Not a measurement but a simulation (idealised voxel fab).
You're looking at the process module voxel transistor to metal.
Section cut is 285 nm wide and gridded with 5 nm square cells.
Heads up, the way a cross-section reads in here is a grid of square cells, handed over as bands from the top down, with every band being one or more rows of cells.
Look at the band entry: it leads with the top's height and the bottom's height in nm. Then it lists the materials left to right, with a width in nm for each. The word "full width" on a single material says that material fills the band edge to edge. The word "air" is empty space.
Measure heights from 0. That's the level where, below it, the as-received wafer is all one material. The lowest band is bottomless and extends downward; write it as in "from 0 down".
The expression "30..40" gives the width at the extremes of the band, the first number at its top row of cells and the second at its bottom row, with the width changing by equal amounts from each row to the next in between.
It should be understood that the words "remained the same", when stated for a given step, signify that the cross-section underwent no change in any of its cells during that step.
"Closed void roster" lists enclosed empty spaces (at least 8 cells, no open path upward to the top), each as width x height at distance from the left edge, in nm.
Whatever follows a step's settings on its line is a remark the simulator itself makes about that step.
overlay nm: how far to the right of its planned place the mask lay on this masked step (negative: to the left).
# The steps planned for the process are as follows
- 1: RECEIVE | material Si
- 2: CONFORMAL_DEP | material SiO2 | thk nm 5
- 3: CONFORMAL_DEP | material SiN | thk nm 10
- 4: MASKED_ETCH | tone cover | mask id ACTIVE | width nm 95 | pitch nm 125 | etch materials SiN | depth nm 10 | overlay nm 0
- 5: MASKED_ETCH | tone cover | mask id ACTIVE | width nm 95 | pitch nm 125 | etch materials SiO2 | depth nm 5 | overlay nm 0
- 6: MASKED_ETCH | tone cover | mask id ACTIVE | width nm 95 | pitch nm 125 | etch materials Si | depth nm 35 | overlay nm 0
- 7: FILL_DEP | material SiO2 | thk nm 10
- 8: CMP | height nm 15
- 9: SELECTIVE_ETCH | etch materials SiO2 | depth nm 5
- 10: STRIP | etch materials SiN
- 11: SELECTIVE_ETCH | etch materials SiO2 | depth nm 5
- 12: OXIDIZE | depth nm 5
- 13: DIRECTIONAL_DEP | material polySi | thk nm 20
- 14: DIRECTIONAL_DEP | material SiCN | thk nm 10
- 15: PATTERN | tone cover | mask id GATE | material resist | width nm 25 | pitch nm 125 | thk nm 20 | overlay nm 0
- 16: DIRECTIONAL_ETCH | etch materials SiCN | depth nm 20
- 17: DIRECTIONAL_ETCH | etch materials polySi | depth nm 30
- 18: STRIP | etch materials resist
- 19: CONFORMAL_DEP | material SiN | thk nm 10
- 20: DIRECTIONAL_ETCH | etch materials SiN | depth nm 10
- 21: DIRECTIONAL_ETCH | etch materials SiO2 | depth nm 5
- 22: DIRECTIONAL_ETCH | etch materials Si | depth nm 5
- 23: EPI | material SiGe | thk nm 10
- 24: FILL_DEP | material SiO2 | thk nm 5
- 25: CMP | height nm 30
- 26: DIRECTIONAL_DEP | material SiO2 | thk nm 10
- 27: MASKED_ETCH | tone open | mask id CONTACT | width nm 15 | etch materials SiO2 | depth nm 35 | overlay nm 0
- 28: CONFORMAL_DEP | material TiN | thk nm 5
- 29: FILL_DEP | material Ru | thk nm 5
- 30: CMP | height nm 40
- 31: DIRECTIONAL_DEP | material TiN | thk nm 5
- 32: DIRECTIONAL_DEP | material Ru | thk nm 25
- 33: MASKED_ETCH | tone cover | mask id METAL_1 | width nm 15 | etch materials Ru | depth nm 25 | overlay nm 0
- 34: MASKED_ETCH | tone cover | mask id METAL_1 | width nm 15 | etch materials TiN | depth nm 5 | overlay nm 0
- 35: FILL_DEP | material lowk | thk nm 10
- 36: CMP | height nm 70
- 37: CONFORMAL_DEP | material SiN | thk nm 5
# Incoming wafer in cross-section (state: after step 1)
> from 0 down | Si full width
> Closed void roster: none
# The first of the two wafers as seen in cross-section once the module was finished; processing followed the plan
> from 75 to 70 | SiN full width
> from 70 to 45 | 35 of lowk, 15 of Ru, 55 of lowk, 15 of Ru, 40 of lowk, 15 of Ru, 55 of lowk, 15 of Ru, 40 of lowk
> from 45 to 40 | 35 of lowk, 15 of TiN, 55 of lowk, 15 of TiN, 40 of lowk, 15 of TiN, 55 of lowk, 15 of TiN, 40 of lowk
> from 40 to 30 | 35 of SiO2, 5 of TiN, 5 of Ru, 5 of TiN, 55 of SiO2, 5 of TiN, 5 of Ru, 5 of TiN, 40 of SiO2, 5 of TiN, 5 of Ru, 5 of TiN, 55 of SiO2, 5 of TiN, 5 of Ru, 5 of TiN, 40 of SiO2
> from 30 to 20 | 35 of SiO2, 5 of TiN, 5 of Ru, 5 of TiN, 5 of SiO2, 10 of SiN, 25 of SiCN, 10 of SiN, 5 of SiO2, 5 of TiN, 5 of Ru, 5 of TiN, 40 of SiO2, 5 of TiN, 5 of Ru, 5 of TiN, 5 of SiO2, 10 of SiN, 25 of SiCN, 10 of SiN, 5 of SiO2, 5 of TiN, 5 of Ru, 5 of TiN, 40 of SiO2
> from 20 to 10 | 35 of SiO2, 5 of TiN, 5 of Ru, 5 of TiN, 5 of SiO2, 10 of SiN, 25 of polySi, 10 of SiN, 5 of SiO2, 5 of TiN, 5 of Ru, 5 of TiN, 40 of SiO2, 5 of TiN, 5 of Ru, 5 of TiN, 5 of SiO2, 10 of SiN, 25 of polySi, 10 of SiN, 5 of SiO2, 5 of TiN, 5 of Ru, 5 of TiN, 40 of SiO2
> from 10 to 5 | 35 of SiO2, 15 of TiN, 5 of SiO2, 10 of SiN, 25 of polySi, 10 of SiN, 5 of SiO2, 15 of TiN, 40 of SiO2, 15 of TiN, 5 of SiO2, 10 of SiN, 25 of polySi, 10 of SiN, 5 of SiO2, 15 of TiN, 40 of SiO2
> from 5 to 0 | 25 of SiO2, 10 of SiN, 20 of SiGe, 10 of SiN, 25 of polySi, 10 of SiN, 20 of SiGe, 10 of SiN, 20 of SiO2, 10 of SiN, 20 of SiGe, 10 of SiN, 25 of polySi, 10 of SiN, 20 of SiGe, 10 of SiN, 30 of SiO2
> from 0 to -5 | 35 of SiO2, 20 of SiGe, 45 of SiO2, 20 of SiGe, 40 of SiO2, 20 of SiGe, 45 of SiO2, 20 of SiGe, 40 of SiO2
> from -5 to -10 | 30 of SiO2, 5 of Si, 20 of SiGe, 45 of Si, 20 of SiGe, 5 of Si, 30 of SiO2, 5 of Si, 20 of SiGe, 45 of Si, 20 of SiGe, 5 of Si, 35 of SiO2
> from -10 to -35 | 30 of SiO2, 95 of Si, 30 of SiO2, 95 of Si, 35 of SiO2
> from -35 down | Si full width
> Closed void roster: none
# Module end: cross-section of wafer two of two. Same start and process plan as the first wafer. One mistake during execution
> from 75 to 70 | SiN full width
> from 70 to 45 | 35 of Ru, 15 of lowk, 55 of Ru, 15 of lowk, 40 of Ru, 15 of lowk, 55 of Ru, 15 of lowk, 40 of Ru
> from 45 to 40 | TiN full width
> from 40 to 30 | 35 of SiO2, 5 of TiN, 5 of Ru, 5 of TiN, 55 of SiO2, 5 of TiN, 5 of Ru, 5 of TiN, 40 of SiO2, 5 of TiN, 5 of Ru, 5 of TiN, 55 of SiO2, 5 of TiN, 5 of Ru, 5 of TiN, 40 of SiO2
> from 30 to 20 | 35 of SiO2, 5 of TiN, 5 of Ru, 5 of TiN, 5 of SiO2, 10 of SiN, 25 of SiCN, 10 of SiN, 5 of SiO2, 5 of TiN, 5 of Ru, 5 of TiN, 40 of SiO2, 5 of TiN, 5 of Ru, 5 of TiN, 5 of SiO2, 10 of SiN, 25 of SiCN, 10 of SiN, 5 of SiO2, 5 of TiN, 5 of Ru, 5 of TiN, 40 of SiO2
> from 20 to 10 | 35 of SiO2, 5 of TiN, 5 of Ru, 5 of TiN, 5 of SiO2, 10 of SiN, 25 of polySi, 10 of SiN, 5 of SiO2, 5 of TiN, 5 of Ru, 5 of TiN, 40 of SiO2, 5 of TiN, 5 of Ru, 5 of TiN, 5 of SiO2, 10 of SiN, 25 of polySi, 10 of SiN, 5 of SiO2, 5 of TiN, 5 of Ru, 5 of TiN, 40 of SiO2
> from 10 to 5 | 35 of SiO2, 15 of TiN, 5 of SiO2, 10 of SiN, 25 of polySi, 10 of SiN, 5 of SiO2, 15 of TiN, 40 of SiO2, 15 of TiN, 5 of SiO2, 10 of SiN, 25 of polySi, 10 of SiN, 5 of SiO2, 15 of TiN, 40 of SiO2
> from 5 to 0 | 25 of SiO2, 10 of SiN, 20 of SiGe, 10 of SiN, 25 of polySi, 10 of SiN, 20 of SiGe, 10 of SiN, 20 of SiO2, 10 of SiN, 20 of SiGe, 10 of SiN, 25 of polySi, 10 of SiN, 20 of SiGe, 10 of SiN, 30 of SiO2
> from 0 to -5 | 35 of SiO2, 20 of SiGe, 45 of SiO2, 20 of SiGe, 40 of SiO2, 20 of SiGe, 45 of SiO2, 20 of SiGe, 40 of SiO2
> from -5 to -10 | 30 of SiO2, 5 of Si, 20 of SiGe, 45 of Si, 20 of SiGe, 5 of Si, 30 of SiO2, 5 of Si, 20 of SiGe, 45 of Si, 20 of SiGe, 5 of Si, 35 of SiO2
> from -10 to -35 | 30 of SiO2, 95 of Si, 30 of SiO2, 95 of Si, 35 of SiO2
> from -35 down | Si full width
> Closed void roster: none
Run error: step 33 off recipe, ran as MASKED_ETCH | tone open | mask id METAL_1 | width nm 15 | etch materials Ru | depth nm 25 | overlay nm 0
The final cell counts differ between the wafers, with the second having more or fewer of some materials than the first: Ru +165 | TiN +45 | lowk -210
